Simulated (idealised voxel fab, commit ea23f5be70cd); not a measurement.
process module | voxel capacitor over wiring
cross-section cut | 260 nm wide | cells 5 nm
A cross-section is a grid of square cells, given in bands from the top down. A band is one or more rows of cells.
Each band's line starts with the height of the band's top and of its bottom, in nm. Then come its materials from left to right, each with its width in nm. One material with "throughout" fills the band from edge to edge. "air" is empty space.
Height 0 is the level under which the wafer as received is all one material. The lowest band goes on downwards, as in "0 down".
A width such as "30 to 40" changes by the same amount from each row of cells to the next, from the band's top row to its bottom row.
"no change" after a step means that no cell of the cross-section changed.
closed voids: empty space of 8 cells or more with no open way to the top, each as width x height at its distance from the left edge, in nm
after a step's settings: what the simulator itself notes on the step
overlay nm, on a step with a mask: how far to the right of its planned place the mask lay; to the left if negative
plan
1 op RECEIVE | material Si
2 op CONFORMAL_DEP | material SiO2 | thk nm 15
3 op CONFORMAL_DEP | material SiCN | thk nm 5
4 op DIRECTIONAL_DEP | material lowk | thk nm 25
5 op DIRECTIONAL_DEP | material aC | thk nm 10
6 op PATTERN | tone open | mask id METAL_1 | material resist | width nm 20 | pitch nm 80 | thk nm 30 | overlay nm 0
7 op DIRECTIONAL_ETCH | etch materials aC | depth nm 10
8 op STRIP | etch materials resist
9 op DIRECTIONAL_ETCH | etch materials lowk | depth nm 25
10 op DIRECTIONAL_ETCH | etch materials SiCN | depth nm 5
11 op STRIP | etch materials aC
12 op CONFORMAL_DEP | material TiN | thk nm 5
13 op FILL_DEP | material Ru | thk nm 5
14 op CMP | height nm 45
15 op EPI | material Ru | thk nm 5
16 op FILL_DEP | material SiCN | thk nm 5
17 op DIRECTIONAL_DEP | material SiO2 | thk nm 20
18 op MASKED_ETCH | tone open | mask id PLUG_1 | width nm 15 | etch materials SiO2 | depth nm 20 | overlay nm 0
19 op MASKED_ETCH | tone open | mask id PLUG_1 | width nm 15 | etch materials SiCN | depth nm 5 | overlay nm 0
20 op CONFORMAL_DEP | material TiN | thk nm 5
21 op FILL_DEP | material W | thk nm 10
22 op CMP | height nm 75
23 op DIRECTIONAL_DEP | material TiN | thk nm 5
24 op DIRECTIONAL_DEP | material Al2O3 | thk nm 5
25 op DIRECTIONAL_DEP | material TiN | thk nm 10
26 op PATTERN | tone cover | mask id UPPER_PLATE | material resist | width nm 65 | thk nm 15 | overlay nm 0
27 op DIRECTIONAL_ETCH | etch materials TiN | depth nm 10
28 op DIRECTIONAL_ETCH | etch materials Al2O3 | depth nm 5
29 op STRIP | etch materials resist
30 op PATTERN | tone cover | mask id LOWER_PLATE | material resist | width nm 75 | thk nm 15 | overlay nm 0
31 op DIRECTIONAL_ETCH | etch materials TiN | depth nm 5
32 op STRIP | etch materials resist
33 op FILL_DEP | material SiO2 | thk nm 20
34 op CMP | height nm 110
35 op PATTERN | tone open | mask id PLUG_2 | material resist | width nm 15 | thk nm 15 | overlay nm 0
36 op DIRECTIONAL_ETCH | etch materials SiO2 | depth nm 15
37 op STRIP | etch materials resist
38 op CONFORMAL_DEP | material TiN | thk nm 5
39 op FILL_DEP | material Ru | thk nm 10
40 op CMP | height nm 110
41 op CONFORMAL_DEP | material SiCN | thk nm 5
first wafer, as planned
as received, after step 1
  0 down: Si throughout
  closed voids: none
after step 2
  15 to 0: SiO2 throughout
  below 0: unchanged
after step 3
  20 to 15: SiCN throughout
  below 15: unchanged
after step 4
  45 to 20: lowk throughout
  below 20: unchanged
after step 5
  55 to 45: aC throughout
  below 45: unchanged
after step 6
  85 to 55: resist 80 | air 20 | resist 60 | air 20 | resist 80
  below 55: unchanged
after step 7
  75 to 55: resist 80 | air 20 | resist 60 | air 20 | resist 80
  55 to 45: aC 80 | air 20 | aC 60 | air 20 | aC 80
  below 45: unchanged
after step 8
  55 to 45: aC 80 | air 20 | aC 60 | air 20 | aC 80
  below 45: unchanged
after step 9
  55 to 45: aC 80 | air 20 | aC 60 | air 20 | aC 80
  45 to 20: lowk 80 | air 20 | lowk 60 | air 20 | lowk 80
  below 20: unchanged
after step 10
  55 to 45: aC 80 | air 20 | aC 60 | air 20 | aC 80
  45 to 20: lowk 80 | air 20 | lowk 60 | air 20 | lowk 80
  20 to 15: SiCN 80 | air 20 | SiCN 60 | air 20 | SiCN 80
  below 15: unchanged
after step 11
  45 to 20: lowk 80 | air 20 | lowk 60 | air 20 | lowk 80
  below 20: unchanged
after step 12
  50 to 45: TiN 85 | air 10 | TiN 70 | air 10 | TiN 85
  45 to 20: lowk 80 | TiN 5 | air 10 | TiN 5 | lowk 60 | TiN 5 | air 10 | TiN 5 | lowk 80
  20 to 15: SiCN 80 | TiN 20 | SiCN 60 | TiN 20 | SiCN 80
  below 15: unchanged
after step 13
  55 to 50: Ru throughout
  50 to 45: TiN 85 | Ru 10 | TiN 70 | Ru 10 | TiN 85
  45 to 20: lowk 80 | TiN 5 | Ru 10 | TiN 5 | lowk 60 | TiN 5 | Ru 10 | TiN 5 | lowk 80
  below 20: unchanged
after step 14
  45 to 20: lowk 80 | TiN 5 | Ru 10 | TiN 5 | lowk 60 | TiN 5 | Ru 10 | TiN 5 | lowk 80
  below 20: unchanged
after step 15
  50 to 45: air 75 | Ru 30 | air 50 | Ru 30 | air 75
  below 45: unchanged
after step 16
  55 to 50: SiCN throughout
  50 to 45: SiCN 75 | Ru 30 | SiCN 50 | Ru 30 | SiCN 75
  below 45: unchanged
after step 17
  75 to 55: SiO2 throughout
  below 55: unchanged
after step 18
  75 to 55: SiO2 85 | air 15 | SiO2 160
  below 55: unchanged
after step 19
  75 to 55: SiO2 85 | air 15 | SiO2 160
  55 to 50: SiCN 85 | air 15 | SiCN 160
  below 50: unchanged
after step 20
  80 to 75: TiN 90 | air 5 | TiN 165
  75 to 55: SiO2 85 | TiN 5 | air 5 | TiN 5 | SiO2 160
  55 to 50: SiCN 85 | TiN 15 | SiCN 160
  below 50: unchanged
after step 21
  90 to 80: W throughout
  80 to 75: TiN 90 | W 5 | TiN 165
  75 to 55: SiO2 85 | TiN 5 | W 5 | TiN 5 | SiO2 160
  below 55: unchanged
after step 22
  75 to 55: SiO2 85 | TiN 5 | W 5 | TiN 5 | SiO2 160
  below 55: unchanged
after step 23
  80 to 75: TiN throughout
  below 75: unchanged
after step 24
  85 to 80: Al2O3 throughout
  below 80: unchanged
after step 25
  95 to 85: TiN throughout
  below 85: unchanged
after step 26
  110 to 95: air 85 | resist 65 | air 110
  below 95: unchanged
after step 27
  110 to 95: air 85 | resist 65 | air 110
  95 to 85: air 85 | TiN 65 | air 110
  below 85: unchanged
after step 28
  110 to 95: air 85 | resist 65 | air 110
  95 to 85: air 85 | TiN 65 | air 110
  85 to 80: air 85 | Al2O3 65 | air 110
  below 80: unchanged
after step 29
  95 to 85: air 85 | TiN 65 | air 110
  below 85: unchanged
after step 30
  110 to 95: air 80 | resist 75 | air 105
  95 to 85: air 80 | resist 5 | TiN 65 | resist 5 | air 105
  85 to 80: air 80 | resist 5 | Al2O3 65 | resist 5 | air 105
  below 80: unchanged
after step 31
  110 to 95: air 80 | resist 75 | air 105
  95 to 85: air 80 | resist 5 | TiN 65 | resist 5 | air 105
  85 to 80: air 80 | resist 5 | Al2O3 65 | resist 5 | air 105
  80 to 75: air 80 | TiN 75 | air 105
  below 75: unchanged
after step 32
  95 to 85: air 85 | TiN 65 | air 110
  85 to 80: air 85 | Al2O3 65 | air 110
  below 80: unchanged
after step 33
  115 to 95: SiO2 throughout
  95 to 85: SiO2 85 | TiN 65 | SiO2 110
  85 to 80: SiO2 85 | Al2O3 65 | SiO2 110
  80 to 75: SiO2 80 | TiN 75 | SiO2 105
  below 75: unchanged
after step 34
  110 to 95: SiO2 throughout
  below 95: unchanged
after step 35
  125 to 110: resist 95 | air 15 | resist 150
  below 110: unchanged
after step 36
  125 to 110: resist 95 | air 15 | resist 150
  110 to 95: SiO2 95 | air 15 | SiO2 150
  below 95: unchanged
after step 37
  110 to 95: SiO2 95 | air 15 | SiO2 150
  below 95: unchanged
after step 38
  115 to 110: TiN 100 | air 5 | TiN 155
  110 to 100: SiO2 95 | TiN 5 | air 5 | TiN 5 | SiO2 150
  100 to 95: SiO2 95 | TiN 15 | SiO2 150
  below 95: unchanged
after step 39
  125 to 115: Ru throughout
  115 to 110: TiN 100 | Ru 5 | TiN 155
  110 to 100: SiO2 95 | TiN 5 | Ru 5 | TiN 5 | SiO2 150
  below 100: unchanged
after step 40
  110 to 100: SiO2 95 | TiN 5 | Ru 5 | TiN 5 | SiO2 150
  below 100: unchanged
after step 41
  115 to 110: SiCN throughout
  below 110: unchanged
second wafer: like start, like plan, one mistake. Through step 1 it matches the first wafer
when step 2 should have ended
  30 to 0: SiO2 throughout
  below 0: unchanged
when step 3 should have ended
  35 to 30: SiCN throughout
  below 30: unchanged
when step 4 should have ended
  60 to 35: lowk throughout
  below 35: unchanged
when step 5 should have ended
  70 to 60: aC throughout
  below 60: unchanged
when step 6 should have ended
  100 to 70: resist 80 | air 20 | resist 60 | air 20 | resist 80
  below 70: unchanged
when step 7 should have ended
  90 to 70: resist 80 | air 20 | resist 60 | air 20 | resist 80
  70 to 60: aC 80 | air 20 | aC 60 | air 20 | aC 80
  below 60: unchanged
when step 8 should have ended
  70 to 60: aC 80 | air 20 | aC 60 | air 20 | aC 80
  below 60: unchanged
when step 9 should have ended
  70 to 60: aC 80 | air 20 | aC 60 | air 20 | aC 80
  60 to 35: lowk 80 | air 20 | lowk 60 | air 20 | lowk 80
  below 35: unchanged
when step 10 should have ended
  70 to 60: aC 80 | air 20 | aC 60 | air 20 | aC 80
  60 to 35: lowk 80 | air 20 | lowk 60 | air 20 | lowk 80
  35 to 30: SiCN 80 | air 20 | SiCN 60 | air 20 | SiCN 80
  below 30: unchanged
when step 11 should have ended
  60 to 35: lowk 80 | air 20 | lowk 60 | air 20 | lowk 80
  below 35: unchanged
when step 12 should have ended
  65 to 60: TiN 85 | air 10 | TiN 70 | air 10 | TiN 85
  60 to 35: lowk 80 | TiN 5 | air 10 | TiN 5 | lowk 60 | TiN 5 | air 10 | TiN 5 | lowk 80
  35 to 30: SiCN 80 | TiN 20 | SiCN 60 | TiN 20 | SiCN 80
  below 30: unchanged
when step 13 should have ended
  70 to 65: Ru throughout
  65 to 60: TiN 85 | Ru 10 | TiN 70 | Ru 10 | TiN 85
  60 to 35: lowk 80 | TiN 5 | Ru 10 | TiN 5 | lowk 60 | TiN 5 | Ru 10 | TiN 5 | lowk 80
  below 35: unchanged
when step 14 should have ended
  45 to 35: lowk 80 | TiN 5 | Ru 10 | TiN 5 | lowk 60 | TiN 5 | Ru 10 | TiN 5 | lowk 80
  below 35: unchanged
when step 15 should have ended
  50 to 45: air 75 | Ru 30 | air 50 | Ru 30 | air 75
  below 45: unchanged
when step 16 should have ended
  55 to 50: SiCN throughout
  50 to 45: SiCN 75 | Ru 30 | SiCN 50 | Ru 30 | SiCN 75
  below 45: unchanged
when step 17 should have ended
  75 to 55: SiO2 throughout
  below 55: unchanged
when step 18 should have ended
  75 to 55: SiO2 85 | air 15 | SiO2 160
  below 55: unchanged
when step 19 should have ended
  75 to 55: SiO2 85 | air 15 | SiO2 160
  55 to 50: SiCN 85 | air 15 | SiCN 160
  below 50: unchanged
when step 20 should have ended
  80 to 75: TiN 90 | air 5 | TiN 165
  75 to 55: SiO2 85 | TiN 5 | air 5 | TiN 5 | SiO2 160
  55 to 50: SiCN 85 | TiN 15 | SiCN 160
  below 50: unchanged
when step 21 should have ended
  90 to 80: W throughout
  80 to 75: TiN 90 | W 5 | TiN 165
  75 to 55: SiO2 85 | TiN 5 | W 5 | TiN 5 | SiO2 160
  below 55: unchanged
when step 22 should have ended
  75 to 55: SiO2 85 | TiN 5 | W 5 | TiN 5 | SiO2 160
  below 55: unchanged
when step 23 should have ended
  80 to 75: TiN throughout
  below 75: unchanged
when step 24 should have ended
  85 to 80: Al2O3 throughout
  below 80: unchanged
when step 25 should have ended
  95 to 85: TiN throughout
  below 85: unchanged
when step 26 should have ended
  110 to 95: air 85 | resist 65 | air 110
  below 95: unchanged
when step 27 should have ended
  110 to 95: air 85 | resist 65 | air 110
  95 to 85: air 85 | TiN 65 | air 110
  below 85: unchanged
when step 28 should have ended
  110 to 95: air 85 | resist 65 | air 110
  95 to 85: air 85 | TiN 65 | air 110
  85 to 80: air 85 | Al2O3 65 | air 110
  below 80: unchanged
when step 29 should have ended
  95 to 85: air 85 | TiN 65 | air 110
  below 85: unchanged
when step 30 should have ended
  110 to 95: air 80 | resist 75 | air 105
  95 to 85: air 80 | resist 5 | TiN 65 | resist 5 | air 105
  85 to 80: air 80 | resist 5 | Al2O3 65 | resist 5 | air 105
  below 80: unchanged
when step 31 should have ended
  110 to 95: air 80 | resist 75 | air 105
  95 to 85: air 80 | resist 5 | TiN 65 | resist 5 | air 105
  85 to 80: air 80 | resist 5 | Al2O3 65 | resist 5 | air 105
  80 to 75: air 80 | TiN 75 | air 105
  below 75: unchanged
when step 32 should have ended
  95 to 85: air 85 | TiN 65 | air 110
  85 to 80: air 85 | Al2O3 65 | air 110
  below 80: unchanged
when step 33 should have ended
  115 to 95: SiO2 throughout
  95 to 85: SiO2 85 | TiN 65 | SiO2 110
  85 to 80: SiO2 85 | Al2O3 65 | SiO2 110
  80 to 75: SiO2 80 | TiN 75 | SiO2 105
  below 75: unchanged
when step 34 should have ended
  110 to 95: SiO2 throughout
  below 95: unchanged
when step 35 should have ended
  125 to 110: resist 95 | air 15 | resist 150
  below 110: unchanged
when step 36 should have ended
  125 to 110: resist 95 | air 15 | resist 150
  110 to 95: SiO2 95 | air 15 | SiO2 150
  below 95: unchanged
when step 37 should have ended
  110 to 95: SiO2 95 | air 15 | SiO2 150
  below 95: unchanged
when step 38 should have ended
  115 to 110: TiN 100 | air 5 | TiN 155
  110 to 100: SiO2 95 | TiN 5 | air 5 | TiN 5 | SiO2 150
  100 to 95: SiO2 95 | TiN 15 | SiO2 150
  below 95: unchanged
when step 39 should have ended
  125 to 115: Ru throughout
  115 to 110: TiN 100 | Ru 5 | TiN 155
  110 to 100: SiO2 95 | TiN 5 | Ru 5 | TiN 5 | SiO2 150
  below 100: unchanged
when step 40 should have ended
  110 to 100: SiO2 95 | TiN 5 | Ru 5 | TiN 5 | SiO2 150
  below 100: unchanged
when step 41 should have ended
  115 to 110: SiCN throughout
  below 110: unchanged
what went wrong: step 2 was run twice
at the end the second wafer has, in cells: 12 fewer of Ru | 156 more of SiO2 | 12 fewer of TiN | 132 fewer of lowk
